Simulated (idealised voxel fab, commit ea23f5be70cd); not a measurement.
process module | voxel transistor to metal
cross-section cut | 195 nm wide | cells 5 nm
A cross-section is a grid of square cells, given in bands from the top down. A band is one or more rows of cells.
Each band's line starts with the height of the band's top and of its bottom, in nm. Then come its materials from left to right, each with its width in nm. One material with "throughout" fills the band from edge to edge. "air" is empty space.
Height 0 is the level under which the wafer as received is all one material. The lowest band goes on downwards, as in "0 down".
A width such as "30 to 40" changes by the same amount from each row of cells to the next, from the band's top row to its bottom row.
"no change" after a step means that no cell of the cross-section changed.
closed voids: empty space of 8 cells or more with no open way to the top, each as width x height at its distance from the left edge, in nm
after a step's settings: what the simulator itself notes on the step
overlay nm, on a step with a mask: how far to the right of its planned place the mask lay; to the left if negative
Each pair below shows a cross-section before one step and the cross-section after it, down to the lowest band that changed. The line under each pair gives the step between them, with its settings. The pairs can come from different runs of this module on the same starting wafer, so a pair continues from the pair above only where its "before" says so.
before
  20 to 15: air 70 | SiN 10 | air 35 | SiN 10 | air 70
  15 to 10: SiO2 70 | SiN 10 | air 35 | SiN 10 | SiO2 70
  10 to 5: SiO2 45 | SiGe 25 | SiN 10 | air 35 | SiN 10 | SiGe 25 | SiO2 45
  5 to 0: SiO2 40 | SiN 10 | SiGe 20 | SiN 10 | air 35 | SiN 10 | SiGe 20 | SiN 10 | SiO2 40
  0 to -5: SiO2 50 | SiGe 20 | SiO2 10 | air 35 | SiO2 10 | SiGe 20 | SiO2 50
  -5 to -20: SiO2 40 | Si 10 | SiGe 20 | Si 55 | SiGe 20 | Si 10 | SiO2 40
  -20 to -30: SiO2 40 | Si 115 | SiO2 40
  -30 down: Si throughout
  closed voids: none
after
  25 to 20: air 65 | TiN 20 | air 25 | TiN 20 | air 65
  20 to 15: TiN 70 | SiN 10 | TiN 5 | air 25 | TiN 5 | SiN 10 | TiN 70
  15 to 10: SiO2 70 | SiN 10 | TiN 5 | air 25 | TiN 5 | SiN 10 | SiO2 70
  10 to 5: SiO2 45 | SiGe 25 | SiN 10 | TiN 5 | air 25 | TiN 5 | SiN 10 | SiGe 25 | SiO2 45
  5 to 0: SiO2 40 | SiN 10 | SiGe 20 | SiN 10 | TiN 5 | air 25 | TiN 5 | SiN 10 | SiGe 20 | SiN 10 | SiO2 40
  0 to -5: SiO2 50 | SiGe 20 | SiO2 10 | TiN 35 | SiO2 10 | SiGe 20 | SiO2 50
  below -5: unchanged
  closed voids: none
the step between: op CONFORMAL_DEP | material TiN | thk nm 5
before: the cross-section after the pair above
after
  30 to 25: air 60 | HfO2 30 | air 15 | HfO2 30 | air 60
  25 to 20: HfO2 65 | TiN 20 | HfO2 5 | air 15 | HfO2 5 | TiN 20 | HfO2 65
  20 to 15: TiN 70 | SiN 10 | TiN 5 | HfO2 5 | air 15 | HfO2 5 | TiN 5 | SiN 10 | TiN 70
  15 to 10: SiO2 70 | SiN 10 | TiN 5 | HfO2 5 | air 15 | HfO2 5 | TiN 5 | SiN 10 | SiO2 70
  10 to 5: SiO2 45 | SiGe 25 | SiN 10 | TiN 5 | HfO2 5 | air 15 | HfO2 5 | TiN 5 | SiN 10 | SiGe 25 | SiO2 45
  5 to 0: SiO2 40 | SiN 10 | SiGe 20 | SiN 10 | TiN 5 | HfO2 25 | TiN 5 | SiN 10 | SiGe 20 | SiN 10 | SiO2 40
  below 0: unchanged
  closed voids: none
the step between: op CONFORMAL_DEP | material HfO2 | thk nm 5
before: the cross-section after the pair above
after
  40 to 30: W throughout
  30 to 25: W 60 | HfO2 30 | W 15 | HfO2 30 | W 60
  25 to 20: HfO2 65 | TiN 20 | HfO2 5 | W 15 | HfO2 5 | TiN 20 | HfO2 65
  20 to 15: TiN 70 | SiN 10 | TiN 5 | HfO2 5 | W 15 | HfO2 5 | TiN 5 | SiN 10 | TiN 70
  15 to 10: SiO2 70 | SiN 10 | TiN 5 | HfO2 5 | W 15 | HfO2 5 | TiN 5 | SiN 10 | SiO2 70
  10 to 5: SiO2 45 | SiGe 25 | SiN 10 | TiN 5 | HfO2 5 | W 15 | HfO2 5 | TiN 5 | SiN 10 | SiGe 25 | SiO2 45
  below 5: unchanged
  closed voids: none
the step between: op FILL_DEP | material W | thk nm 10
before: the cross-section after the pair above
after
  15 to 10: SiO2 70 | SiN 10 | TiN 5 | HfO2 5 | W 15 | HfO2 5 | TiN 5 | SiN 10 | SiO2 70
  below 10: unchanged
  closed voids: none
the step between: op CMP | height nm 15
before: the cross-section after the pair above
after
  30 to 15: SiO2 throughout
  below 15: unchanged
  closed voids: none
the step between: op DIRECTIONAL_DEP | material SiO2 | thk nm 15
before: the cross-section after the pair above
after
  30 to 15: SiO2 50 | air 15 | SiO2 65 | air 15 | SiO2 50
  15 to 10: SiO2 50 | air 15 | SiO2 5 | SiN 10 | TiN 5 | HfO2 5 | W 15 | HfO2 5 | TiN 5 | SiN 10 | SiO2 5 | air 15 | SiO2 50
  below 10: unchanged
  closed voids: none
the step between: op MASKED_ETCH | tone open | mask id CONTACT | width nm 15 | pitch nm 80 | etch materials SiO2 | depth nm 20 | overlay nm 0
before: the cross-section after the pair above
after
  35 to 30: TiN 55 | air 5 | TiN 75 | air 5 | TiN 55
  30 to 15: SiO2 50 | TiN 5 | air 5 | TiN 5 | SiO2 65 | TiN 5 | air 5 | TiN 5 | SiO2 50
  15 to 10: SiO2 50 | TiN 15 | SiO2 5 | SiN 10 | TiN 5 | HfO2 5 | W 15 | HfO2 5 | TiN 5 | SiN 10 | SiO2 5 | TiN 15 | SiO2 50
  below 10: unchanged
  closed voids: none
the step between: op CONFORMAL_DEP | material TiN | thk nm 5
before: the cross-section after the pair above
after
  45 to 35: W throughout
  35 to 30: TiN 55 | W 5 | TiN 75 | W 5 | TiN 55
  30 to 15: SiO2 50 | TiN 5 | W 5 | TiN 5 | SiO2 65 | TiN 5 | W 5 | TiN 5 | SiO2 50
  below 15: unchanged
  closed voids: none
the step between: op FILL_DEP | material W | thk nm 10
before: the cross-section after the pair above
after
  30 to 15: SiO2 50 | TiN 5 | W 5 | TiN 5 | SiO2 65 | TiN 5 | W 5 | TiN 5 | SiO2 50
  below 15: unchanged
  closed voids: none
the step between: op CMP | height nm 30
before: the cross-section after the pair above
after
  35 to 30: SiCN throughout
  below 30: unchanged
  closed voids: none
the step between: op CONFORMAL_DEP | material SiCN | thk nm 5
before: the cross-section after the pair above
after
  60 to 35: SiO2 throughout
  below 35: unchanged
  closed voids: none
the step between: op DIRECTIONAL_DEP | material SiO2 | thk nm 25
before: the cross-section after the pair above
after
  60 to 35: SiO2 50 | air 15 | SiO2 65 | air 15 | SiO2 50
  below 35: unchanged
  closed voids: none
the step between: op MASKED_ETCH | tone open | mask id METAL_1 | width nm 15 | pitch nm 80 | etch materials SiO2 | depth nm 25 | overlay nm 0
before: the cross-section after the pair above
after
  60 to 35: SiO2 50 | air 15 | SiO2 65 | air 15 | SiO2 50
  35 to 30: SiCN 50 | air 15 | SiCN 65 | air 15 | SiCN 50
  below 30: unchanged
  closed voids: none
the step between: op MASKED_ETCH | tone open | mask id METAL_1 | width nm 15 | pitch nm 80 | etch materials SiCN | depth nm 5 | overlay nm 0
before: the cross-section after the pair above
after
  65 to 60: TiN 55 | air 5 | TiN 75 | air 5 | TiN 55
  60 to 35: SiO2 50 | TiN 5 | air 5 | TiN 5 | SiO2 65 | TiN 5 | air 5 | TiN 5 | SiO2 50
  35 to 30: SiCN 50 | TiN 15 | SiCN 65 | TiN 15 | SiCN 50
  below 30: unchanged
  closed voids: none
the step between: op CONFORMAL_DEP | material TiN | thk nm 5
before: the cross-section after the pair above
after
  70 to 65: Cu throughout
  65 to 60: TiN 55 | Cu 5 | TiN 75 | Cu 5 | TiN 55
  60 to 35: SiO2 50 | TiN 5 | Cu 5 | TiN 5 | SiO2 65 | TiN 5 | Cu 5 | TiN 5 | SiO2 50
  below 35: unchanged
  closed voids: none
the step between: op FILL_DEP | material Cu | thk nm 5
before: the cross-section after the pair above
after
  60 to 35: SiO2 50 | TiN 5 | Cu 5 | TiN 5 | SiO2 65 | TiN 5 | Cu 5 | TiN 5 | SiO2 50
  below 35: unchanged
  closed voids: none
the step between: op CMP | height nm 60
before: the cross-section after the pair above
after
  65 to 60: SiCN throughout
  below 60: unchanged
  closed voids: none
the step between: op CONFORMAL_DEP | material SiCN | thk nm 5
before: the cross-section after the pair above
after
  90 to 65: lowk throughout
  below 65: unchanged
  closed voids: none
the step between: op DIRECTIONAL_DEP | material lowk | thk nm 25
before: the cross-section after the pair above
after
  90 to 75: lowk 50 | air 15 | lowk 65 | air 15 | lowk 50
  below 75: unchanged
  closed voids: none
the step between: op MASKED_ETCH | tone open | mask id METAL_2 | width nm 15 | pitch nm 80 | etch materials lowk | depth nm 15 | overlay nm 0
before: the cross-section after the pair above
after
  100 to 90: aC 50 | air 15 | aC 65 | air 15 | aC 50
  90 to 85: lowk 50 | air 15 | lowk 65 | air 15 | lowk 50
  85 to 75: lowk 50 | aC 15 | lowk 65 | aC 15 | lowk 50
  below 75: unchanged
  closed voids: none
the step between: op DIRECTIONAL_DEP | material aC | thk nm 10
before: the cross-section after the pair above
after
  130 to 100: resist 50 | air 15 | resist 65 | air 15 | resist 50
  below 100: unchanged
  closed voids: none
the step between: op PATTERN | tone open | mask id METAL_2_HOLES | material resist | width nm 15 | pitch nm 80 | thk nm 30 | overlay nm 0
before: the cross-section after the pair above
after
  120 to 100: resist 50 | air 15 | resist 65 | air 15 | resist 50
  100 to 90: aC 50 | air 15 | aC 65 | air 15 | aC 50
  90 to 75: lowk 50 | air 15 | lowk 65 | air 15 | lowk 50
  below 75: unchanged
  closed voids: none
the step between: op DIRECTIONAL_ETCH | etch materials aC | depth nm 10
before: the cross-section after the pair above
after
  100 to 90: aC 50 | air 15 | aC 65 | air 15 | aC 50
  below 90: unchanged
  closed voids: none
the step between: op STRIP | etch materials resist
before: the cross-section after the pair above
after
  100 to 90: aC 50 | air 15 | aC 65 | air 15 | aC 50
  90 to 65: lowk 50 | air 15 | lowk 65 | air 15 | lowk 50
  below 65: unchanged
  closed voids: none
the step between: op DIRECTIONAL_ETCH | etch materials lowk | depth nm 10
before: the cross-section after the pair above
after
  100 to 90: aC 50 | air 15 | aC 65 | air 15 | aC 50
  90 to 65: lowk 50 | air 15 | lowk 65 | air 15 | lowk 50
  65 to 60: SiCN 50 | air 15 | SiCN 65 | air 15 | SiCN 50
  below 60: unchanged
  closed voids: none
the step between: op DIRECTIONAL_ETCH | etch materials SiCN | depth nm 5
before: the cross-section after the pair above
after
  90 to 65: lowk 50 | air 15 | lowk 65 | air 15 | lowk 50
  below 65: unchanged
  closed voids: none
the step between: op STRIP | etch materials aC
before: the cross-section after the pair above
after
  95 to 90: TiN 55 | air 5 | TiN 75 | air 5 | TiN 55
  90 to 65: lowk 50 | TiN 5 | air 5 | TiN 5 | lowk 65 | TiN 5 | air 5 | TiN 5 | lowk 50
  65 to 60: SiCN 50 | TiN 15 | SiCN 65 | TiN 15 | SiCN 50
  below 60: unchanged
  closed voids: none
the step between: op CONFORMAL_DEP | material TiN | thk nm 5
before: the cross-section after the pair above
after
  105 to 95: Cu throughout
  95 to 90: TiN 55 | Cu 5 | TiN 75 | Cu 5 | TiN 55
  90 to 65: lowk 50 | TiN 5 | Cu 5 | TiN 5 | lowk 65 | TiN 5 | Cu 5 | TiN 5 | lowk 50
  below 65: unchanged
  closed voids: none
the step between: op FILL_DEP | material Cu | thk nm 10
before: the cross-section after the pair above
after
  90 to 65: lowk 50 | TiN 5 | Cu 5 | TiN 5 | lowk 65 | TiN 5 | Cu 5 | TiN 5 | lowk 50
  below 65: unchanged
  closed voids: none
the step between: op CMP | height nm 90
before: the cross-section after the pair above
after
  95 to 90: SiN throughout
  below 90: unchanged
  closed voids: none
the step between: op CONFORMAL_DEP | material SiN | thk nm 5
before
  35 to 30: air 80 | SiO2 35 | air 80
  30 to 20: air 80 | SiO2 5 | SiCN 25 | SiO2 5 | air 80
  20 to 10: air 80 | SiO2 5 | polySi 25 | SiO2 5 | air 80
  10 to 5: SiO2 40 | air 40 | SiO2 5 | polySi 25 | SiO2 5 | air 40 | SiO2 40
  5 to 0: SiO2 85 | polySi 25 | SiO2 85
  0 to -5: SiO2 throughout
  -5 to -30: SiO2 40 | Si 115 | SiO2 40
  -30 down: Si throughout
  closed voids: none
after
  30 to 20: air 85 | SiCN 25 | air 85
  20 to 0: air 80 | SiO2 5 | polySi 25 | SiO2 5 | air 80
  0 to -5: air 80 | SiO2 35 | air 80
  below -5: unchanged
  closed voids: none
the step between: op DIRECTIONAL_ETCH | etch materials SiO2 | depth nm 15
before: the cross-section after the pair above
after
  40 to 30: air 75 | SiN 45 | air 75
  30 to 20: air 70 | SiN 15 | SiCN 25 | SiN 15 | air 70
  20 to 5: air 70 | SiN 10 | SiO2 5 | polySi 25 | SiO2 5 | SiN 10 | air 70
  5 to 0: SiN 80 | SiO2 5 | polySi 25 | SiO2 5 | SiN 80
  0 to -5: SiN 80 | SiO2 35 | SiN 80
  below -5: unchanged
  closed voids: none
the step between: op CONFORMAL_DEP | material SiN | thk nm 10
before: the cross-section after the pair above
after
  30 to 20: air 75 | SiN 10 | SiCN 25 | SiN 10 | air 75
  20 to 0: air 70 | SiN 10 | SiO2 5 | polySi 25 | SiO2 5 | SiN 10 | air 70
  0 to -5: air 70 | SiN 10 | SiO2 35 | SiN 10 | air 70
  below -5: unchanged
  closed voids: none
the step between: op DIRECTIONAL_ETCH | etch materials SiN | depth nm 10
before: the cross-section after the pair above
after
  30 to 20: air 75 | SiN 10 | SiCN 25 | SiN 10 | air 75
  20 to 0: air 70 | SiN 10 | SiO2 5 | polySi 25 | SiO2 5 | SiN 10 | air 70
  0 to -5: air 70 | SiN 10 | SiO2 35 | SiN 10 | air 70
  -5 to -10: air 40 | Si 115 | air 40
  below -10: unchanged
  closed voids: none
the step between: op DIRECTIONAL_ETCH | etch materials SiO2 | depth nm 5
before: the cross-section after the pair above
after
  30 to 20: air 75 | SiN 10 | SiCN 25 | SiN 10 | air 75
  20 to 0: air 70 | SiN 10 | SiO2 5 | polySi 25 | SiO2 5 | SiN 10 | air 70
  0 to -5: air 70 | SiN 10 | SiO2 35 | SiN 10 | air 70
  -5 to -10: air 70 | Si 55 | air 70
  -10 to -20: SiO2 40 | air 30 | Si 55 | air 30 | SiO2 40
  below -20: unchanged
  closed voids: none
the step between: op DIRECTIONAL_ETCH | etch materials Si | depth nm 15
before: the cross-section after the pair above
after
  30 to 20: air 75 | SiN 10 | SiCN 25 | SiN 10 | air 75
  20 to 10: air 70 | SiN 10 | SiO2 5 | polySi 25 | SiO2 5 | SiN 10 | air 70
  10 to 0: air 55 | SiGe 15 | SiN 10 | SiO2 5 | polySi 25 | SiO2 5 | SiN 10 | SiGe 15 | air 55
  0 to -5: air 55 | SiGe 15 | SiN 10 | SiO2 35 | SiN 10 | SiGe 15 | air 55
  -5 to -10: air 35 | SiGe 35 | Si 55 | SiGe 35 | air 35
  -10 to -20: SiO2 40 | SiGe 30 | Si 55 | SiGe 30 | SiO2 40
  below -20: unchanged
  closed voids: none
the step between: op EPI | material SiGe | thk nm 15
before: the cross-section after the pair above
after
  35 to 30: SiO2 throughout
  30 to 20: SiO2 75 | SiN 10 | SiCN 25 | SiN 10 | SiO2 75
  20 to 10: SiO2 70 | SiN 10 | SiO2 5 | polySi 25 | SiO2 5 | SiN 10 | SiO2 70
  10 to 0: SiO2 55 | SiGe 15 | SiN 10 | SiO2 5 | polySi 25 | SiO2 5 | SiN 10 | SiGe 15 | SiO2 55
  0 to -5: SiO2 55 | SiGe 15 | SiN 10 | SiO2 35 | SiN 10 | SiGe 15 | SiO2 55
  -5 to -10: SiO2 35 | SiGe 35 | Si 55 | SiGe 35 | SiO2 35
  below -10: unchanged
  closed voids: none
the step between: op FILL_DEP | material SiO2 | thk nm 5
before: the cross-section after the pair above
after
  20 to 10: SiO2 70 | SiN 10 | SiO2 5 | polySi 25 | SiO2 5 | SiN 10 | SiO2 70
  below 10: unchanged
  closed voids: none
the step between: op CMP | height nm 20
before: the cross-section after the pair above
after
  20 to 10: SiO2 70 | SiN 10 | SiO2 5 | air 25 | SiO2 5 | SiN 10 | SiO2 70
  10 to 0: SiO2 55 | SiGe 15 | SiN 10 | SiO2 5 | air 25 | SiO2 5 | SiN 10 | SiGe 15 | SiO2 55
  below 0: unchanged
  closed voids: none
the step between: op STRIP | etch materials polySi
before: the cross-section after the pair above
after
  20 to 15: air 70 | SiN 10 | air 35 | SiN 10 | air 70
  15 to 10: SiO2 70 | SiN 10 | air 35 | SiN 10 | SiO2 70
  10 to -5: SiO2 55 | SiGe 15 | SiN 10 | air 35 | SiN 10 | SiGe 15 | SiO2 55
  below -5: unchanged
  closed voids: none
the step between: op SELECTIVE_ETCH | etch materials SiO2 | depth nm 5
before: the cross-section after the pair above
after
  25 to 20: air 65 | HfO2 20 | air 25 | HfO2 20 | air 65
  20 to 15: HfO2 70 | SiN 10 | HfO2 5 | air 25 | HfO2 5 | SiN 10 | HfO2 70
  15 to 10: SiO2 70 | SiN 10 | HfO2 5 | air 25 | HfO2 5 | SiN 10 | SiO2 70
  10 to 0: SiO2 55 | SiGe 15 | SiN 10 | HfO2 5 | air 25 | HfO2 5 | SiN 10 | SiGe 15 | SiO2 55
  0 to -5: SiO2 55 | SiGe 15 | SiN 10 | HfO2 35 | SiN 10 | SiGe 15 | SiO2 55
  below -5: unchanged
  closed voids: none
the step between: op CONFORMAL_DEP | material HfO2 | thk nm 5
before: the cross-section after the pair above
after
  30 to 25: air 60 | TiN 30 | air 15 | TiN 30 | air 60
  25 to 20: TiN 65 | HfO2 20 | TiN 5 | air 15 | TiN 5 | HfO2 20 | TiN 65
  20 to 15: HfO2 70 | SiN 10 | HfO2 5 | TiN 5 | air 15 | TiN 5 | HfO2 5 | SiN 10 | HfO2 70
  15 to 10: SiO2 70 | SiN 10 | HfO2 5 | TiN 5 | air 15 | TiN 5 | HfO2 5 | SiN 10 | SiO2 70
  10 to 5: SiO2 55 | SiGe 15 | SiN 10 | HfO2 5 | TiN 5 | air 15 | TiN 5 | HfO2 5 | SiN 10 | SiGe 15 | SiO2 55
  5 to 0: SiO2 55 | SiGe 15 | SiN 10 | HfO2 5 | TiN 25 | HfO2 5 | SiN 10 | SiGe 15 | SiO2 55
  below 0: unchanged
  closed voids: none
the step between: op CONFORMAL_DEP | material TiN | thk nm 5
before: the cross-section after the pair above
after
  40 to 30: W throughout
  30 to 25: W 60 | TiN 30 | W 15 | TiN 30 | W 60
  25 to 20: TiN 65 | HfO2 20 | TiN 5 | W 15 | TiN 5 | HfO2 20 | TiN 65
  20 to 15: HfO2 70 | SiN 10 | HfO2 5 | TiN 5 | W 15 | TiN 5 | HfO2 5 | SiN 10 | HfO2 70
  15 to 10: SiO2 70 | SiN 10 | HfO2 5 | TiN 5 | W 15 | TiN 5 | HfO2 5 | SiN 10 | SiO2 70
  10 to 5: SiO2 55 | SiGe 15 | SiN 10 | HfO2 5 | TiN 5 | W 15 | TiN 5 | HfO2 5 | SiN 10 | SiGe 15 | SiO2 55
  below 5: unchanged
  closed voids: none
the step between: op FILL_DEP | material W | thk nm 10
before: the cross-section after the pair above
after
  15 to 10: SiO2 70 | SiN 10 | HfO2 5 | TiN 5 | W 15 | TiN 5 | HfO2 5 | SiN 10 | SiO2 70
  below 10: unchanged
  closed voids: none
the step between: op CMP | height nm 15
before: the cross-section after the pair above
after
  30 to 15: SiO2 throughout
  below 15: unchanged
  closed voids: none
the step between: op DIRECTIONAL_DEP | material SiO2 | thk nm 15
before: the cross-section after the pair above
after
  30 to 15: SiO2 50 | air 15 | SiO2 65 | air 15 | SiO2 50
  15 to 10: SiO2 50 | air 15 | SiO2 5 | SiN 10 | HfO2 5 | TiN 5 | W 15 | TiN 5 | HfO2 5 | SiN 10 | SiO2 5 | air 15 | SiO2 50
  below 10: unchanged
  closed voids: none
the step between: op MASKED_ETCH | tone open | mask id CONTACT | width nm 15 | pitch nm 80 | etch materials SiO2 | depth nm 20 | overlay nm 0
before: the cross-section after the pair above
after
  35 to 30: TiN 55 | air 5 | TiN 75 | air 5 | TiN 55
  30 to 15: SiO2 50 | TiN 5 | air 5 | TiN 5 | SiO2 65 | TiN 5 | air 5 | TiN 5 | SiO2 50
  15 to 10: SiO2 50 | TiN 15 | SiO2 5 | SiN 10 | HfO2 5 | TiN 5 | W 15 | TiN 5 | HfO2 5 | SiN 10 | SiO2 5 | TiN 15 | SiO2 50
  below 10: unchanged
  closed voids: none
the step between: op CONFORMAL_DEP | material TiN | thk nm 5
before: the cross-section after the pair above
after
  45 to 35: W throughout
  35 to 30: TiN 55 | W 5 | TiN 75 | W 5 | TiN 55
  30 to 15: SiO2 50 | TiN 5 | W 5 | TiN 5 | SiO2 65 | TiN 5 | W 5 | TiN 5 | SiO2 50
  below 15: unchanged
  closed voids: none
the step between: op FILL_DEP | material W | thk nm 10
before: the cross-section after the pair above
after
  30 to 15: SiO2 50 | TiN 5 | W 5 | TiN 5 | SiO2 65 | TiN 5 | W 5 | TiN 5 | SiO2 50
  below 15: unchanged
  closed voids: none
the step between: op CMP | height nm 30
before: the cross-section after the pair above
after
  35 to 30: SiCN throughout
  below 30: unchanged
  closed voids: none
the step between: op CONFORMAL_DEP | material SiCN | thk nm 5
before: the cross-section after the pair above
after
  60 to 35: SiO2 throughout
  below 35: unchanged
  closed voids: none
the step between: op DIRECTIONAL_DEP | material SiO2 | thk nm 25
before: the cross-section after the pair above
after
  60 to 35: SiO2 50 | air 15 | SiO2 65 | air 15 | SiO2 50
  below 35: unchanged
  closed voids: none
the step between: op MASKED_ETCH | tone open | mask id METAL_1 | width nm 15 | pitch nm 80 | etch materials SiO2 | depth nm 25 | overlay nm 0
before: the cross-section after the pair above
after
  60 to 35: SiO2 50 | air 15 | SiO2 65 | air 15 | SiO2 50
  35 to 30: SiCN 50 | air 15 | SiCN 65 | air 15 | SiCN 50
  below 30: unchanged
  closed voids: none
the step between: op MASKED_ETCH | tone open | mask id METAL_1 | width nm 15 | pitch nm 80 | etch materials SiCN | depth nm 5 | overlay nm 0
before: the cross-section after the pair above
after
  65 to 60: TiN 55 | air 5 | TiN 75 | air 5 | TiN 55
  60 to 35: SiO2 50 | TiN 5 | air 5 | TiN 5 | SiO2 65 | TiN 5 | air 5 | TiN 5 | SiO2 50
  35 to 30: SiCN 50 | TiN 15 | SiCN 65 | TiN 15 | SiCN 50
  below 30: unchanged
  closed voids: none
the step between: op CONFORMAL_DEP | material TiN | thk nm 5
before: the cross-section after the pair above
after
  70 to 65: Cu throughout
  65 to 60: TiN 55 | Cu 5 | TiN 75 | Cu 5 | TiN 55
  60 to 35: SiO2 50 | TiN 5 | Cu 5 | TiN 5 | SiO2 65 | TiN 5 | Cu 5 | TiN 5 | SiO2 50
  below 35: unchanged
  closed voids: none
the step between: op FILL_DEP | material Cu | thk nm 5
before: the cross-section after the pair above
after
  60 to 35: SiO2 50 | TiN 5 | Cu 5 | TiN 5 | SiO2 65 | TiN 5 | Cu 5 | TiN 5 | SiO2 50
  below 35: unchanged
  closed voids: none
the step between: op CMP | height nm 60
before: the cross-section after the pair above
after
  65 to 60: SiCN throughout
  below 60: unchanged
  closed voids: none
the step between: op CONFORMAL_DEP | material SiCN | thk nm 5
before: the cross-section after the pair above
after
  90 to 65: lowk throughout
  below 65: unchanged
  closed voids: none
the step between: op DIRECTIONAL_DEP | material lowk | thk nm 25
before: the cross-section after the pair above
after
  90 to 75: lowk 50 | air 15 | lowk 65 | air 15 | lowk 50
  below 75: unchanged
  closed voids: none
the step between: op MASKED_ETCH | tone open | mask id METAL_2 | width nm 15 | pitch nm 80 | etch materials lowk | depth nm 15 | overlay nm 0
before: the cross-section after the pair above
after
  100 to 90: aC 50 | air 15 | aC 65 | air 15 | aC 50
  90 to 85: lowk 50 | air 15 | lowk 65 | air 15 | lowk 50
  85 to 75: lowk 50 | aC 15 | lowk 65 | aC 15 | lowk 50
  below 75: unchanged
  closed voids: none
the step between: op DIRECTIONAL_DEP | material aC | thk nm 10
before: the cross-section after the pair above
after
  130 to 100: resist 50 | air 15 | resist 65 | air 15 | resist 50
  below 100: unchanged
  closed voids: none
the step between: op PATTERN | tone open | mask id METAL_2_HOLES | material resist | width nm 15 | pitch nm 80 | thk nm 30 | overlay nm 0
before: the cross-section after the pair above
after
  120 to 100: resist 50 | air 15 | resist 65 | air 15 | resist 50
  100 to 90: aC 50 | air 15 | aC 65 | air 15 | aC 50
  90 to 75: lowk 50 | air 15 | lowk 65 | air 15 | lowk 50
  below 75: unchanged
  closed voids: none
the step between: op DIRECTIONAL_ETCH | etch materials aC | depth nm 10
before: the cross-section after the pair above
after
  100 to 90: aC 50 | air 15 | aC 65 | air 15 | aC 50
  below 90: unchanged
  closed voids: none
the step between: op STRIP | etch materials resist
before: the cross-section after the pair above
after
  100 to 90: aC 50 | air 15 | aC 65 | air 15 | aC 50
  90 to 65: lowk 50 | air 15 | lowk 65 | air 15 | lowk 50
  below 65: unchanged
  closed voids: none
the step between: op DIRECTIONAL_ETCH | etch materials lowk | depth nm 10
before: the cross-section after the pair above
after
  100 to 90: aC 50 | air 15 | aC 65 | air 15 | aC 50
  90 to 65: lowk 50 | air 15 | lowk 65 | air 15 | lowk 50
  65 to 60: SiCN 50 | air 15 | SiCN 65 | air 15 | SiCN 50
  below 60: unchanged
  closed voids: none
the step between: op DIRECTIONAL_ETCH | etch materials SiCN | depth nm 5
before: the cross-section after the pair above
after
  90 to 65: lowk 50 | air 15 | lowk 65 | air 15 | lowk 50
  below 65: unchanged
  closed voids: none
the step between: op STRIP | etch materials aC
before: the cross-section after the pair above
after
  95 to 90: TiN 55 | air 5 | TiN 75 | air 5 | TiN 55
  90 to 65: lowk 50 | TiN 5 | air 5 | TiN 5 | lowk 65 | TiN 5 | air 5 | TiN 5 | lowk 50
  65 to 60: SiCN 50 | TiN 15 | SiCN 65 | TiN 15 | SiCN 50
  below 60: unchanged
  closed voids: none
the step between: op CONFORMAL_DEP | material TiN | thk nm 5
before: the cross-section after the pair above
after
  105 to 95: Cu throughout
  95 to 90: TiN 55 | Cu 5 | TiN 75 | Cu 5 | TiN 55
  90 to 65: lowk 50 | TiN 5 | Cu 5 | TiN 5 | lowk 65 | TiN 5 | Cu 5 | TiN 5 | lowk 50
  below 65: unchanged
  closed voids: none
the step between: op FILL_DEP | material Cu | thk nm 10
before: the cross-section after the pair above
after
  90 to 65: lowk 50 | TiN 5 | Cu 5 | TiN 5 | lowk 65 | TiN 5 | Cu 5 | TiN 5 | lowk 50
  below 65: unchanged
  closed voids: none
the step between: op CMP | height nm 90
before: the cross-section after the pair above
after
  95 to 90: SiN throughout
  below 90: unchanged
  closed voids: none
the step between: op CONFORMAL_DEP | material SiN | thk nm 5
before
  30 to 15: SiO2 throughout
  15 to 10: SiO2 70 | SiN 10 | HfO2 5 | TiN 5 | W 15 | TiN 5 | HfO2 5 | SiN 10 | SiO2 70
  10 to 5: SiO2 45 | SiGe 25 | SiN 10 | HfO2 5 | TiN 5 | W 15 | TiN 5 | HfO2 5 | SiN 10 | SiGe 25 | SiO2 45
  5 to 0: SiO2 40 | SiN 10 | SiGe 20 | SiN 10 | HfO2 5 | TiN 25 | HfO2 5 | SiN 10 | SiGe 20 | SiN 10 | SiO2 40
  0 to -5: SiO2 50 | SiGe 20 | SiO2 10 | HfO2 35 | SiO2 10 | SiGe 20 | SiO2 50
  -5 to -20: SiO2 40 | Si 10 | SiGe 20 | Si 55 | SiGe 20 | Si 10 | SiO2 40
  -20 to -30: SiO2 40 | Si 115 | SiO2 40
  -30 down: Si throughout
  closed voids: none
after
  30 to 15: SiO2 45 | air 25 | SiO2 55 | air 25 | SiO2 45
  15 to 10: SiO2 45 | air 25 | SiN 10 | HfO2 5 | TiN 5 | W 15 | TiN 5 | HfO2 5 | SiN 10 | air 25 | SiO2 45
  below 10: unchanged
  closed voids: none
the step between: op MASKED_ETCH | tone open | mask id CONTACT | width nm 25 | pitch nm 80 | etch materials SiO2 | depth nm 20 | overlay nm 0
before: the cross-section after the pair above
after
  35 to 30: TiN 50 | air 15 | TiN 65 | air 15 | TiN 50
  30 to 15: SiO2 45 | TiN 5 | air 15 | TiN 5 | SiO2 55 | TiN 5 | air 15 | TiN 5 | SiO2 45
  15 to 10: SiO2 45 | TiN 25 | SiN 10 | HfO2 5 | TiN 5 | W 15 | TiN 5 | HfO2 5 | SiN 10 | TiN 25 | SiO2 45
  below 10: unchanged
  closed voids: none
the step between: op CONFORMAL_DEP | material TiN | thk nm 5
before: the cross-section after the pair above
after
  45 to 35: W throughout
  35 to 30: TiN 50 | W 15 | TiN 65 | W 15 | TiN 50
  30 to 15: SiO2 45 | TiN 5 | W 15 | TiN 5 | SiO2 55 | TiN 5 | W 15 | TiN 5 | SiO2 45
  below 15: unchanged
  closed voids: none
the step between: op FILL_DEP | material W | thk nm 10
before: the cross-section after the pair above
after
  30 to 15: SiO2 45 | TiN 5 | W 15 | TiN 5 | SiO2 55 | TiN 5 | W 15 | TiN 5 | SiO2 45
  below 15: unchanged
  closed voids: none
the step between: op CMP | height nm 30
before: the cross-section after the pair above
after
  35 to 30: SiCN throughout
  below 30: unchanged
  closed voids: none
the step between: op CONFORMAL_DEP | material SiCN | thk nm 5
before: the cross-section after the pair above
after
  60 to 35: SiO2 throughout
  below 35: unchanged
  closed voids: none
the step between: op DIRECTIONAL_DEP | material SiO2 | thk nm 25
before: the cross-section after the pair above
after
  60 to 35: SiO2 50 | air 15 | SiO2 65 | air 15 | SiO2 50
  below 35: unchanged
  closed voids: none
the step between: op MASKED_ETCH | tone open | mask id METAL_1 | width nm 15 | pitch nm 80 | etch materials SiO2 | depth nm 25 | overlay nm 0
before: the cross-section after the pair above
after
  60 to 35: SiO2 50 | air 15 | SiO2 65 | air 15 | SiO2 50
  35 to 30: SiCN 50 | air 15 | SiCN 65 | air 15 | SiCN 50
  below 30: unchanged
  closed voids: none
the step between: op MASKED_ETCH | tone open | mask id METAL_1 | width nm 15 | pitch nm 80 | etch materials SiCN | depth nm 5 | overlay nm 0
